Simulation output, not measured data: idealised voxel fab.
Module name: voxel gate over fins (process module)
cross-section cut | 260 nm wide | cells 5 nm
Think of the cross-section as a grid of square cells. We describe it in bands, top to bottom, and each band covers one or more rows of those cells.
Heights first: top, then bottom, in nm. Then materials, left to right, each with a width in nm. "edge to edge" on a single material: fills the band edge to edge. "empty": empty space.
Height is counted from the level 0, under which the received wafer is composed throughout of one material. The lowest of the bands is not closed at the bottom but continues downward, in the notation "0 and below".
With a width like "30 to 40", each row of cells in the band differs from the next by the same amount, the top row carrying the first number and the bottom row the second.
It should be understood that the words "all unchanged", when stated for a given step, signify that the cross-section underwent no change in any of its cells during that step.
In the "Closed internal voids" entry, you get each enclosed empty space of 8 cells or more, one with no open way to the top, written width x height at distance, distance from the left edge, in nm.
If you see something after the settings on a step's line, that's the simulator's own remark about that step.
"overlay nm" answers the question of how far to the right of plan the mask lay on a step that has a mask, and when it is negative the answer is to the left.
Listed below are the process steps as planned
- 1: RECEIVE with material Si
- 2: CONFORMAL_DEP with material SiN, thk nm 5
- 3: MASKED_ETCH with tone cover, mask id FINS, width nm 15, pitch nm 50, etch materials SiN, depth nm 5, overlay nm 0
- 4: MASKED_ETCH with tone cover, mask id FINS, width nm 15, pitch nm 50, etch materials Si, depth nm 35, overlay nm -15
- 5: OXIDIZE with depth nm 5
- 6: FILL_DEP with material SiO2, thk nm 15
- 7: CMP with height nm 5
- 8: MASKED_ETCH with tone open, mask id RAIL, width nm 15, etch materials SiO2, depth nm 35, overlay nm 0
- 9: CONFORMAL_DEP with material TiN, thk nm 5
- 10: FILL_DEP with material Ru, thk nm 5
- 11: CMP with height nm 5
- 12: SELECTIVE_ETCH with etch materials W Ru TiN, depth nm 20
- 13: FILL_DEP with material SiO2, thk nm 5
- 14: CMP with height nm 5
- 15: SELECTIVE_ETCH with etch materials SiO2, depth nm 15
- 16: STRIP with etch materials SiN
- 17: CONFORMAL_DEP with material HfO2, thk nm 5
- 18: CONFORMAL_DEP with material TiN, thk nm 5
- 19: CONFORMAL_DEP with material TiAl, thk nm 5
- 20: CONFORMAL_DEP with material TiN, thk nm 5
- 21: FILL_DEP with material W, thk nm 10
- 22: CMP with height nm 25
- 23: CONFORMAL_DEP with material SiCN, thk nm 5
The wafers in this document start out alike and differ in the overlay nm applied at step 4; the plan shows the value used for the first wafer.
First of several wafers, received after step 1, in cross-section
- 0 and below: Si edge to edge
- Closed internal voids: none
wafer rows; end of module; cells per material since receipt: (+) gained, (-) lost; then closed voids
overlay nm -15 | +68 HfO2 | +2 Ru | -300 Si | +52 SiCN | +207 SiO2 | +68 TiAl | +137 TiN | +78 W | Closed internal voids: none
overlay nm -10 | +68 HfO2 | +2 Ru | -328 Si | +52 SiCN | +231 SiO2 | +68 TiAl | +140 TiN | +79 W | Closed internal voids: none
overlay nm -5 | +68 HfO2 | +2 Ru | -356 Si | +52 SiCN | +255 SiO2 | +68 TiAl | +143 TiN | +80 W | Closed internal voids: none
overlay nm 0 | +68 HfO2 | +2 Ru | -384 Si | +52 SiCN | +279 SiO2 | +68 TiAl | +143 TiN | +84 W | Closed internal voids: none
overlay nm 5 | +68 HfO2 | +2 Ru | -356 Si | +52 SiCN | +255 SiO2 | +68 TiAl | +143 TiN | +80 W | Closed internal voids: none
overlay nm 10 | +68 HfO2 | +2 Ru | -328 Si | +52 SiCN | +231 SiO2 | +68 TiAl | +140 TiN | +79 W | Closed internal voids: none
overlay nm 15 | +68 HfO2 | +2 Ru | -300 Si | +52 SiCN | +207 SiO2 | +68 TiAl | +137 TiN | +78 W | Closed internal voids: none
